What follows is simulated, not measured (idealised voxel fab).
process module | voxel transistor to metal
cross-section cut | 145 nm wide | cells 5 nm
A cross-section is a grid of square cells, given in bands from the top down. A band is one or more rows of cells.
Each band's line starts with the height of the band's top and of its bottom, in nm. Then come its materials from left to right, each with its width in nm. One material with "throughout" fills the band from edge to edge. "air" is empty space.
Height 0 is the level under which the wafer as received is all one material. The lowest band goes on downwards, as in "0 down".
A width such as "30 to 40" changes by the same amount from each row of cells to the next, from the band's top row to its bottom row.
"no change" after a step means that no cell of the cross-section changed.
closed voids: empty space of 8 cells or more with no open way to the top, each as width x height at its distance from the left edge, in nm
after a step's settings: what the simulator itself notes on the step
overlay nm, on a step with a mask: how far to the right of its planned place the mask lay; to the left if negative
plan
1 op RECEIVE | material Si
2 op OXIDIZE | depth nm 5
3 op CONFORMAL_DEP | material SiN | thk nm 10
4 op PATTERN | tone cover | mask id ACTIVE | material resist | width nm 85 | thk nm 15 | overlay nm 0
5 op DIRECTIONAL_ETCH | etch materials SiN | depth nm 10
6 op DIRECTIONAL_ETCH | etch materials SiO2 | depth nm 5
7 op DIRECTIONAL_ETCH | etch materials Si | depth nm 25
8 op STRIP | etch materials resist
9 op FILL_DEP | material SiO2 | thk nm 5
10 op CMP | height nm 10
11 op SELECTIVE_ETCH | etch materials SiO2 | depth nm 5
12 op STRIP | etch materials SiN
13 op SELECTIVE_ETCH | etch materials SiO2 | depth nm 5
14 op OXIDIZE | depth nm 5
15 op DIRECTIONAL_DEP | material polySi | thk nm 25
16 op DIRECTIONAL_DEP | material SiCN | thk nm 15
17 op MASKED_ETCH | tone cover | mask id GATE | width nm 15 | etch materials SiCN | depth nm 25 | overlay nm 0
18 op MASKED_ETCH | tone cover | mask id GATE | width nm 15 | etch materials polySi | depth nm 35 | overlay nm 0
19 op CONFORMAL_DEP | material SiO2 | thk nm 5
20 op DIRECTIONAL_ETCH | etch materials SiO2 | depth nm 5
21 op CONFORMAL_DEP | material SiN | thk nm 10
22 op DIRECTIONAL_ETCH | etch materials SiN | depth nm 10
23 op DIRECTIONAL_ETCH | etch materials SiO2 | depth nm 5
24 op DIRECTIONAL_ETCH | etch materials Si | depth nm 5
25 op EPI | material SiGe | thk nm 5
26 op FILL_DEP | material SiO2 | thk nm 10
27 op CMP | height nm 35
28 op DIRECTIONAL_DEP | material SiO2 | thk nm 15
29 op PATTERN | tone open | mask id CONTACT | material resist | width nm 25 | pitch nm 50 | thk nm 15 | overlay nm 0
30 op DIRECTIONAL_ETCH | etch materials SiO2 | depth nm 55
31 op STRIP | etch materials resist
32 op CONFORMAL_DEP | material TiN | thk nm 5
33 op FILL_DEP | material W | thk nm 5
34 op CMP | height nm 50
35 op DIRECTIONAL_DEP | material TiN | thk nm 5
36 op DIRECTIONAL_DEP | material W | thk nm 25
37 op MASKED_ETCH | tone cover | mask id METAL_1 | width nm 15 | pitch nm 60 | etch materials W | depth nm 25 | overlay nm -15
38 op MASKED_ETCH | tone cover | mask id METAL_1 | width nm 15 | pitch nm 60 | etch materials TiN | depth nm 5 | overlay nm 0
39 op CONFORMAL_DEP | material SiCN | thk nm 5
40 op FILL_DEP | material SiO2 | thk nm 10
41 op CMP | height nm 80
42 op CONFORMAL_DEP | material SiCN | thk nm 5
varied across the wafers: overlay nm of step 37. The plan shows the first wafer's value. All wafers start alike
first wafer as received, after step 1
  0 down: Si throughout
  closed voids: none
first wafer at the end, after step 42
  85 to 80: SiCN throughout
  80 to 60: SiO2 15 | SiCN 5 | W 15 | SiCN 5 | SiO2 35 | SiCN 5 | W 15 | SiCN 5 | SiO2 45
  60 to 55: SiO2 15 | SiCN 5 | W 15 | SiCN 20 | SiO2 20 | SiCN 5 | W 15 | SiCN 20 | SiO2 30
  55 to 50: SiCN 20 | TiN 30 | SiCN 30 | TiN 30 | SiCN 35
  50 to 40: SiO2 35 | TiN 5 | W 15 | TiN 5 | SiO2 25 | TiN 5 | W 15 | TiN 5 | SiO2 35
  40 to 35: SiO2 35 | TiN 5 | W 5 | TiN 15 | SiO2 25 | TiN 15 | W 5 | TiN 5 | SiO2 35
  35 to 20: SiO2 35 | TiN 5 | W 5 | TiN 5 | SiN 10 | SiO2 5 | SiCN 15 | SiO2 5 | SiN 10 | TiN 5 | W 5 | TiN 5 | SiO2 35
  20 to 5: SiO2 35 | TiN 5 | W 5 | TiN 5 | SiN 10 | SiO2 5 | polySi 15 | SiO2 5 | SiN 10 | TiN 5 | W 5 | TiN 5 | SiO2 35
  5 to 0: SiO2 35 | TiN 15 | SiN 10 | SiO2 5 | polySi 15 | SiO2 5 | SiN 10 | TiN 15 | SiO2 35
  0 to -5: SiO2 30 | SiN 10 | TiN 10 | SiN 10 | SiO2 5 | polySi 15 | SiO2 5 | SiN 10 | TiN 10 | SiN 10 | SiO2 30
  -5 to -10: SiO2 40 | SiGe 10 | SiO2 45 | SiGe 10 | SiO2 40
  -10 to -15: SiO2 30 | Si 10 | SiGe 10 | Si 45 | SiGe 10 | Si 10 | SiO2 30
  -15 to -30: SiO2 30 | Si 85 | SiO2 30
  -30 down: Si throughout
  closed voids: none
last wafer at the end
  85 to 80: SiCN throughout
  80 to 60: SiO2 45 | SiCN 5 | W 15 | SiCN 5 | SiO2 35 | SiCN 5 | W 15 | SiCN 5 | SiO2 15
  60 to 55: SiO2 30 | SiCN 20 | W 15 | SiCN 5 | SiO2 20 | SiCN 20 | W 15 | SiCN 5 | SiO2 15
  55 to 50: SiCN 35 | TiN 30 | SiCN 30 | TiN 30 | SiCN 20
  50 to 40: SiO2 35 | TiN 5 | W 15 | TiN 5 | SiO2 25 | TiN 5 | W 15 | TiN 5 | SiO2 35
  40 to 35: SiO2 35 | TiN 5 | W 5 | TiN 15 | SiO2 25 | TiN 15 | W 5 | TiN 5 | SiO2 35
  35 to 20: SiO2 35 | TiN 5 | W 5 | TiN 5 | SiN 10 | SiO2 5 | SiCN 15 | SiO2 5 | SiN 10 | TiN 5 | W 5 | TiN 5 | SiO2 35
  20 to 5: SiO2 35 | TiN 5 | W 5 | TiN 5 | SiN 10 | SiO2 5 | polySi 15 | SiO2 5 | SiN 10 | TiN 5 | W 5 | TiN 5 | SiO2 35
  5 to 0: SiO2 35 | TiN 15 | SiN 10 | SiO2 5 | polySi 15 | SiO2 5 | SiN 10 | TiN 15 | SiO2 35
  0 to -5: SiO2 30 | SiN 10 | TiN 10 | SiN 10 | SiO2 5 | polySi 15 | SiO2 5 | SiN 10 | TiN 10 | SiN 10 | SiO2 30
  -5 to -10: SiO2 40 | SiGe 10 | SiO2 45 | SiGe 10 | SiO2 40
  -10 to -15: SiO2 30 | Si 10 | SiGe 10 | Si 45 | SiGe 10 | Si 10 | SiO2 30
  -15 to -30: SiO2 30 | Si 85 | SiO2 30
  -30 down: Si throughout
  closed voids: none
each wafer at the end: cells of each material gained (+) or lost (-) since it was received, then its closed voids
overlay nm -15 | -110 Si | +81 SiCN | +8 SiGe | +36 SiN | +345 SiO2 | +62 TiN | +56 W | +15 polySi | closed voids: none
overlay nm -10 | -110 Si | +81 SiCN | +8 SiGe | +36 SiN | +347 SiO2 | +60 TiN | +56 W | +15 polySi | closed voids: none
overlay nm -5 | -110 Si | +81 SiCN | +8 SiGe | +36 SiN | +349 SiO2 | +58 TiN | +56 W | +15 polySi | closed voids: none
overlay nm 0 | -110 Si | +81 SiCN | +8 SiGe | +36 SiN | +351 SiO2 | +56 TiN | +56 W | +15 polySi | closed voids: none
overlay nm 5 | -110 Si | +81 SiCN | +8 SiGe | +36 SiN | +349 SiO2 | +58 TiN | +56 W | +15 polySi | closed voids: none
overlay nm 10 | -110 Si | +81 SiCN | +8 SiGe | +36 SiN | +347 SiO2 | +60 TiN | +56 W | +15 polySi | closed voids: none
overlay nm 15 | -110 Si | +81 SiCN | +8 SiGe | +36 SiN | +345 SiO2 | +62 TiN | +56 W | +15 polySi | closed voids: none
